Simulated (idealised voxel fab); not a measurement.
Process module under the name voxel gate over fins
This is section cut - it's 255 nm across, gridded in 5 nm square cells.
Each cross-section below is a grid of square cells, stated as bands in top-down order, with one or more rows of cells making up each band. Look at the band entry: it leads with the top's height and the bottom's height in nm. Then it lists the materials left to right, with a width in nm for each. The word "full width" on a single material says that material fills the band edge to edge. The word "air" is empty space. Heights are reckoned from 0. Under this level, the received wafer is all of one material. The bottommost band is open-ended downward, for example "z 0 and below". With a width like "30..40", each row of cells in the band differs from the next by the same amount, the top row carrying the first number and the bottom row the second. When a step is marked "no modifications", none of the cells in the cross-section changed during that step. Listed in "Non-vented voids": every empty space of 8 or more cells without an open way to the top. Form: width x height at distance, the distance being from the left edge, all in nm. Anything after a step's settings on that line? It's the simulator's own note about the step. Steps that use a mask can have "overlay nm" on their line. It says how far the mask sat to the right of where it was meant to be. Negative means to the left.

LISTED BELOW ARE THE PROCESS STEPS AS PLANNED
1,RECEIVE with material Si
2,CONFORMAL_DEP with material SiN, thk nm 10
3,MASKED_ETCH with tone cover, mask id FINS, width nm 15, pitch nm 55, etch materials SiN, depth nm 10, overlay nm 0
4,MASKED_ETCH with tone cover, mask id FINS, width nm 15, pitch nm 55, etch materials Si, depth nm 40, overlay nm 0
5,OXIDIZE with depth nm 5
6,FILL_DEP with material SiO2, thk nm 10
7,CMP with height nm 10
8,DIRECTIONAL_DEP with material aC, thk nm 10
9,PATTERN with tone open, mask id RAIL, material resist, width nm 15, thk nm 30, overlay nm 0
10,DIRECTIONAL_ETCH with etch materials aC, depth nm 10
11,STRIP with etch materials resist
12,DIRECTIONAL_ETCH with etch materials SiO2, depth nm 45
13,STRIP with etch materials aC
14,CONFORMAL_DEP with material TiN, thk nm 5
15,FILL_DEP with material W, thk nm 10
16,CMP with height nm 10
17,SELECTIVE_ETCH with etch materials W Ru TiN, depth nm 35
18,FILL_DEP with material SiO2, thk nm 5
19,CMP with height nm 10
20,SELECTIVE_ETCH with etch materials SiO2, depth nm 25
21,STRIP with etch materials SiN
22,CONFORMAL_DEP with material HfO2, thk nm 5
23,CONFORMAL_DEP with material TiN, thk nm 5
24,FILL_DEP with material W, thk nm 15
25,CMP with height nm 20
26,CONFORMAL_DEP with material SiCN, thk nm 10

FIRST WAFER, AS PLANNED

CROSS-SECTION, INCOMING MATERIAL, AFTER STEP 1
- z 0 and below = Si full width
- Non-vented voids: none

TAKE A LOOK AT THE WAFER'S CROSS-SECTION AFTER STEP 2
- z 10 to 0 = SiN full width
- Whatever lies below 0 is exactly as it was before.

TAKE A LOOK AT THE WAFER'S CROSS-SECTION AFTER STEP 3
- z 10 to 0 = air 35 nm, SiN 15 nm, air 40 nm, SiN 15 nm, air 40 nm, SiN 15 nm, air 40 nm, SiN 15 nm, air 40 nm
- Whatever lies below 0 is exactly as it was before.

TAKE A LOOK AT THE WAFER'S CROSS-SECTION AFTER STEP 4
- z 10 to 0 = air 35 nm, SiN 15 nm, air 40 nm, SiN 15 nm, air 40 nm, SiN 15 nm, air 40 nm, SiN 15 nm, air 40 nm
- z 0 to -40 = air 35 nm, Si 15 nm, air 40 nm, Si 15 nm, air 40 nm, Si 15 nm, air 40 nm, Si 15 nm, air 40 nm
- Whatever lies below -40 is exactly as it was before.

TAKE A LOOK AT THE WAFER'S CROSS-SECTION AFTER STEP 5
- z 10 to 0 = air 35 nm, SiN 15 nm, air 40 nm, SiN 15 nm, air 40 nm, SiN 15 nm, air 40 nm, SiN 15 nm, air 40 nm
- z 0 to -40 = air 35 nm, SiO2 5 nm, Si 5 nm, SiO2 5 nm, air 40 nm, SiO2 5 nm, Si 5 nm, SiO2 5 nm, air 40 nm, SiO2 5 nm, Si 5 nm, SiO2 5 nm, air 40 nm, SiO2 5 nm, Si 5 nm, SiO2 5 nm, air 40 nm
- z -40 to -45 = SiO2 40 nm, Si 5 nm, SiO2 50 nm, Si 5 nm, SiO2 50 nm, Si 5 nm, SiO2 50 nm, Si 5 nm, SiO2 45 nm
- Whatever lies below -45 is exactly as it was before.

TAKE A LOOK AT THE WAFER'S CROSS-SECTION AFTER STEP 6
- z 20 to 10 = SiO2 full width
- z 10 to 0 = SiO2 35 nm, SiN 15 nm, SiO2 40 nm, SiN 15 nm, SiO2 40 nm, SiN 15 nm, SiO2 40 nm, SiN 15 nm, SiO2 40 nm
- z 0 to -45 = SiO2 40 nm, Si 5 nm, SiO2 50 nm, Si 5 nm, SiO2 50 nm, Si 5 nm, SiO2 50 nm, Si 5 nm, SiO2 45 nm
- Whatever lies below -45 is exactly as it was before.

TAKE A LOOK AT THE WAFER'S CROSS-SECTION AFTER STEP 7
- z 10 to 0 = SiO2 35 nm, SiN 15 nm, SiO2 40 nm, SiN 15 nm, SiO2 40 nm, SiN 15 nm, SiO2 40 nm, SiN 15 nm, SiO2 40 nm
- Whatever lies below 0 is exactly as it was before.

TAKE A LOOK AT THE WAFER'S CROSS-SECTION AFTER STEP 8
- z 20 to 10 = aC full width
- Whatever lies below 10 is exactly as it was before.

TAKE A LOOK AT THE WAFER'S CROSS-SECTION AFTER STEP 9
- z 50 to 20 = resist 60 nm, air 15 nm, resist 180 nm
- Whatever lies below 20 is exactly as it was before.

TAKE A LOOK AT THE WAFER'S CROSS-SECTION AFTER STEP 10
- z 40 to 20 = resist 60 nm, air 15 nm, resist 180 nm
- z 20 to 10 = aC 60 nm, air 15 nm, aC 180 nm
- Whatever lies below 10 is exactly as it was before.

TAKE A LOOK AT THE WAFER'S CROSS-SECTION AFTER STEP 11
- z 20 to 10 = aC 60 nm, air 15 nm, aC 180 nm
- Whatever lies below 10 is exactly as it was before.

TAKE A LOOK AT THE WAFER'S CROSS-SECTION AFTER STEP 12
- z 20 to 10 = aC 60 nm, air 15 nm, aC 180 nm
- z 10 to 0 = SiO2 35 nm, SiN 15 nm, SiO2 10 nm, air 15 nm, SiO2 15 nm, SiN 15 nm, SiO2 40 nm, SiN 15 nm, SiO2 40 nm, SiN 15 nm, SiO2 40 nm
- z 0 to -35 = SiO2 40 nm, Si 5 nm, SiO2 15 nm, air 15 nm, SiO2 20 nm, Si 5 nm, SiO2 50 nm, Si 5 nm, SiO2 50 nm, Si 5 nm, SiO2 45 nm
- Whatever lies below -35 is exactly as it was before.

TAKE A LOOK AT THE WAFER'S CROSS-SECTION AFTER STEP 13
- z 10 to 0 = SiO2 35 nm, SiN 15 nm, SiO2 10 nm, air 15 nm, SiO2 15 nm, SiN 15 nm, SiO2 40 nm, SiN 15 nm, SiO2 40 nm, SiN 15 nm, SiO2 40 nm
- Whatever lies below 0 is exactly as it was before.

TAKE A LOOK AT THE WAFER'S CROSS-SECTION AFTER STEP 14
- z 15 to 10 = TiN 65 nm, air 5 nm, TiN 185 nm
- z 10 to 0 = SiO2 35 nm, SiN 15 nm, SiO2 10 nm, TiN 5 nm, air 5 nm, TiN 5 nm, SiO2 15 nm, SiN 15 nm, SiO2 40 nm, SiN 15 nm, SiO2 40 nm, SiN 15 nm, SiO2 40 nm
- z 0 to -30 = SiO2 40 nm, Si 5 nm, SiO2 15 nm, TiN 5 nm, air 5 nm, TiN 5 nm, SiO2 20 nm, Si 5 nm, SiO2 50 nm, Si 5 nm, SiO2 50 nm, Si 5 nm, SiO2 45 nm
- z -30 to -35 = SiO2 40 nm, Si 5 nm, SiO2 15 nm, TiN 15 nm, SiO2 20 nm, Si 5 nm, SiO2 50 nm, Si 5 nm, SiO2 50 nm, Si 5 nm, SiO2 45 nm
- Whatever lies below -35 is exactly as it was before.

TAKE A LOOK AT THE WAFER'S CROSS-SECTION AFTER STEP 15
- z 25 to 15 = W full width
- z 15 to 10 = TiN 65 nm, W 5 nm, TiN 185 nm
- z 10 to 0 = SiO2 35 nm, SiN 15 nm, SiO2 10 nm, TiN 5 nm, W 5 nm, TiN 5 nm, SiO2 15 nm, SiN 15 nm, SiO2 40 nm, SiN 15 nm, SiO2 40 nm, SiN 15 nm, SiO2 40 nm
- z 0 to -30 = SiO2 40 nm, Si 5 nm, SiO2 15 nm, TiN 5 nm, W 5 nm, TiN 5 nm, SiO2 20 nm, Si 5 nm, SiO2 50 nm, Si 5 nm, SiO2 50 nm, Si 5 nm, SiO2 45 nm
- Whatever lies below -30 is exactly as it was before.

TAKE A LOOK AT THE WAFER'S CROSS-SECTION AFTER STEP 16
- z 10 to 0 = SiO2 35 nm, SiN 15 nm, SiO2 10 nm, TiN 5 nm, W 5 nm, TiN 5 nm, SiO2 15 nm, SiN 15 nm, SiO2 40 nm, SiN 15 nm, SiO2 40 nm, SiN 15 nm, SiO2 40 nm
- Whatever lies below 0 is exactly as it was before.

TAKE A LOOK AT THE WAFER'S CROSS-SECTION AFTER STEP 17
- z 10 to 0 = SiO2 35 nm, SiN 15 nm, SiO2 10 nm, air 15 nm, SiO2 15 nm, SiN 15 nm, SiO2 40 nm, SiN 15 nm, SiO2 40 nm, SiN 15 nm, SiO2 40 nm
- z 0 to -25 = SiO2 40 nm, Si 5 nm, SiO2 15 nm, air 15 nm, SiO2 20 nm, Si 5 nm, SiO2 50 nm, Si 5 nm, SiO2 50 nm, Si 5 nm, SiO2 45 nm
- Whatever lies below -25 is exactly as it was before.

TAKE A LOOK AT THE WAFER'S CROSS-SECTION AFTER STEP 18
- z 15 to 10 = SiO2 full width
- z 10 to 0 = SiO2 35 nm, SiN 15 nm, SiO2 40 nm, SiN 15 nm, SiO2 40 nm, SiN 15 nm, SiO2 40 nm, SiN 15 nm, SiO2 40 nm
- z 0 to -25 = SiO2 40 nm, Si 5 nm, SiO2 50 nm, Si 5 nm, SiO2 50 nm, Si 5 nm, SiO2 50 nm, Si 5 nm, SiO2 45 nm
- Whatever lies below -25 is exactly as it was before.

TAKE A LOOK AT THE WAFER'S CROSS-SECTION AFTER STEP 19
- z 10 to 0 = SiO2 35 nm, SiN 15 nm, SiO2 40 nm, SiN 15 nm, SiO2 40 nm, SiN 15 nm, SiO2 40 nm, SiN 15 nm, SiO2 40 nm
- Whatever lies below 0 is exactly as it was before.

TAKE A LOOK AT THE WAFER'S CROSS-SECTION AFTER STEP 20
- z 10 to 0 = air 35 nm, SiN 15 nm, air 40 nm, SiN 15 nm, air 40 nm, SiN 15 nm, air 40 nm, SiN 15 nm, air 40 nm
- z 0 to -15 = air 40 nm, Si 5 nm, air 50 nm, Si 5 nm, air 50 nm, Si 5 nm, air 50 nm, Si 5 nm, air 45 nm
- Whatever lies below -15 is exactly as it was before.

TAKE A LOOK AT THE WAFER'S CROSS-SECTION AFTER STEP 21
- z 0 to -15 = air 40 nm, Si 5 nm, air 50 nm, Si 5 nm, air 50 nm, Si 5 nm, air 50 nm, Si 5 nm, air 45 nm
- Whatever lies below -15 is exactly as it was before.

TAKE A LOOK AT THE WAFER'S CROSS-SECTION AFTER STEP 22
- z 5 to 0 = air 35 nm, HfO2 15 nm, air 40 nm, HfO2 15 nm, air 40 nm, HfO2 15 nm, air 40 nm, HfO2 15 nm, air 40 nm
- z 0 to -10 = air 35 nm, HfO2 5 nm, Si 5 nm, HfO2 5 nm, air 40 nm, HfO2 5 nm, Si 5 nm, HfO2 5 nm, air 40 nm, HfO2 5 nm, Si 5 nm, HfO2 5 nm, air 40 nm, HfO2 5 nm, Si 5 nm, HfO2 5 nm, air 40 nm
- z -10 to -15 = HfO2 40 nm, Si 5 nm, HfO2 50 nm, Si 5 nm, HfO2 50 nm, Si 5 nm, HfO2 50 nm, Si 5 nm, HfO2 45 nm
- Whatever lies below -15 is exactly as it was before.

TAKE A LOOK AT THE WAFER'S CROSS-SECTION AFTER STEP 23
- z 10 to 5 = air 30 nm, TiN 25 nm, air 30 nm, TiN 25 nm, air 30 nm, TiN 25 nm, air 30 nm, TiN 25 nm, air 35 nm
- z 5 to 0 = air 30 nm, TiN 5 nm, HfO2 15 nm, TiN 5 nm, air 30 nm, TiN 5 nm, HfO2 15 nm, TiN 5 nm, air 30 nm, TiN 5 nm, HfO2 15 nm, TiN 5 nm, air 30 nm, TiN 5 nm, HfO2 15 nm, TiN 5 nm, air 35 nm
- z 0 to -5 = air 30 nm, TiN 5 nm, HfO2 5 nm, Si 5 nm, HfO2 5 nm, TiN 5 nm, air 30 nm, TiN 5 nm, HfO2 5 nm, Si 5 nm, HfO2 5 nm, TiN 5 nm, air 30 nm, TiN 5 nm, HfO2 5 nm, Si 5 nm, HfO2 5 nm, TiN 5 nm, air 30 nm, TiN 5 nm, HfO2 5 nm, Si 5 nm, HfO2 5 nm, TiN 5 nm, air 35 nm
- z -5 to -10 = TiN 35 nm, HfO2 5 nm, Si 5 nm, HfO2 5 nm, TiN 40 nm, HfO2 5 nm, Si 5 nm, HfO2 5 nm, TiN 40 nm, HfO2 5 nm, Si 5 nm, HfO2 5 nm, TiN 40 nm, HfO2 5 nm, Si 5 nm, HfO2 5 nm, TiN 40 nm
- Whatever lies below -10 is exactly as it was before.

TAKE A LOOK AT THE WAFER'S CROSS-SECTION AFTER STEP 24
- z 25 to 10 = W full width
- z 10 to 5 = W 30 nm, TiN 25 nm, W 30 nm, TiN 25 nm, W 30 nm, TiN 25 nm, W 30 nm, TiN 25 nm, W 35 nm
- z 5 to 0 = W 30 nm, TiN 5 nm, HfO2 15 nm, TiN 5 nm, W 30 nm, TiN 5 nm, HfO2 15 nm, TiN 5 nm, W 30 nm, TiN 5 nm, HfO2 15 nm, TiN 5 nm, W 30 nm, TiN 5 nm, HfO2 15 nm, TiN 5 nm, W 35 nm
- z 0 to -5 = W 30 nm, TiN 5 nm, HfO2 5 nm, Si 5 nm, HfO2 5 nm, TiN 5 nm, W 30 nm, TiN 5 nm, HfO2 5 nm, Si 5 nm, HfO2 5 nm, TiN 5 nm, W 30 nm, TiN 5 nm, HfO2 5 nm, Si 5 nm, HfO2 5 nm, TiN 5 nm, W 30 nm, TiN 5 nm, HfO2 5 nm, Si 5 nm, HfO2 5 nm, TiN 5 nm, W 35 nm
- Whatever lies below -5 is exactly as it was before.

TAKE A LOOK AT THE WAFER'S CROSS-SECTION AFTER STEP 25
- z 20 to 10 = W full width
- Whatever lies below 10 is exactly as it was before.

TAKE A LOOK AT THE WAFER'S CROSS-SECTION AFTER STEP 26
- z 30 to 20 = SiCN full width
- Whatever lies below 20 is exactly as it was before.

REGARDING THE SECOND OF THE TWO WAFERS: IT SHARED THE FIRST WAFER'S STARTING CONDITION AND PROCESS PLAN, YET ONE ERROR OCCURRED DURING ITS EXECUTION. ITS HISTORY COINCIDES WITH THAT OF THE FIRST WAFER UP TO AND INCLUDING STEP 21

THE SECOND WAFER CUT THROUGH, AT THE TIME STEP 22 WAS SUPPOSED TO BE FINISHED
- z 15 to 0 = air 25 nm, HfO2 35 nm, air 20 nm, HfO2 35 nm, air 20 nm, HfO2 35 nm, air 20 nm, HfO2 35 nm, air 30 nm
- z 0 to -15 = HfO2 40 nm, Si 5 nm, HfO2 50 nm, Si 5 nm, HfO2 50 nm, Si 5 nm, HfO2 50 nm, Si 5 nm, HfO2 45 nm
- Whatever lies below -15 is exactly as it was before.

THE SECOND WAFER CUT THROUGH, AT THE TIME STEP 23 WAS SUPPOSED TO BE FINISHED
- z 20 to 15 = air 20 nm, TiN 45 nm, air 10 nm, TiN 45 nm, air 10 nm, TiN 45 nm, air 10 nm, TiN 45 nm, air 25 nm
- z 15 to 5 = air 20 nm, TiN 5 nm, HfO2 35 nm, TiN 5 nm, air 10 nm, TiN 5 nm, HfO2 35 nm, TiN 5 nm, air 10 nm, TiN 5 nm, HfO2 35 nm, TiN 5 nm, air 10 nm, TiN 5 nm, HfO2 35 nm, TiN 5 nm, air 25 nm
- z 5 to 0 = TiN 25 nm, HfO2 35 nm, TiN 20 nm, HfO2 35 nm, TiN 20 nm, HfO2 35 nm, TiN 20 nm, HfO2 35 nm, TiN 30 nm
- Whatever lies below 0 is exactly as it was before.

THE SECOND WAFER CUT THROUGH, AT THE TIME STEP 24 WAS SUPPOSED TO BE FINISHED
- z 35 to 20 = W full width
- z 20 to 15 = W 20 nm, TiN 45 nm, W 10 nm, TiN 45 nm, W 10 nm, TiN 45 nm, W 10 nm, TiN 45 nm, W 25 nm
- z 15 to 5 = W 20 nm, TiN 5 nm, HfO2 35 nm, TiN 5 nm, W 10 nm, TiN 5 nm, HfO2 35 nm, TiN 5 nm, W 10 nm, TiN 5 nm, HfO2 35 nm, TiN 5 nm, W 10 nm, TiN 5 nm, HfO2 35 nm, TiN 5 nm, W 25 nm
- Whatever lies below 5 is exactly as it was before.

THE SECOND WAFER CUT THROUGH, AT THE TIME STEP 25 WAS SUPPOSED TO BE FINISHED
- z 20 to 15 = W 20 nm, TiN 45 nm, W 10 nm, TiN 45 nm, W 10 nm, TiN 45 nm, W 10 nm, TiN 45 nm, W 25 nm
- Whatever lies below 15 is exactly as it was before.

THE SECOND WAFER CUT THROUGH, AT THE TIME STEP 26 WAS SUPPOSED TO BE FINISHED
- z 30 to 20 = SiCN full width
- Whatever lies below 20 is exactly as it was before.
what went wrong: step 22 changed vs plan, executed as CONFORMAL_DEP with material HfO2, thk nm 15
Once processing is complete, comparing cell counts shows that the second wafer has more or fewer of certain materials than the first: 150 more of HfO2; 150 fewer of W
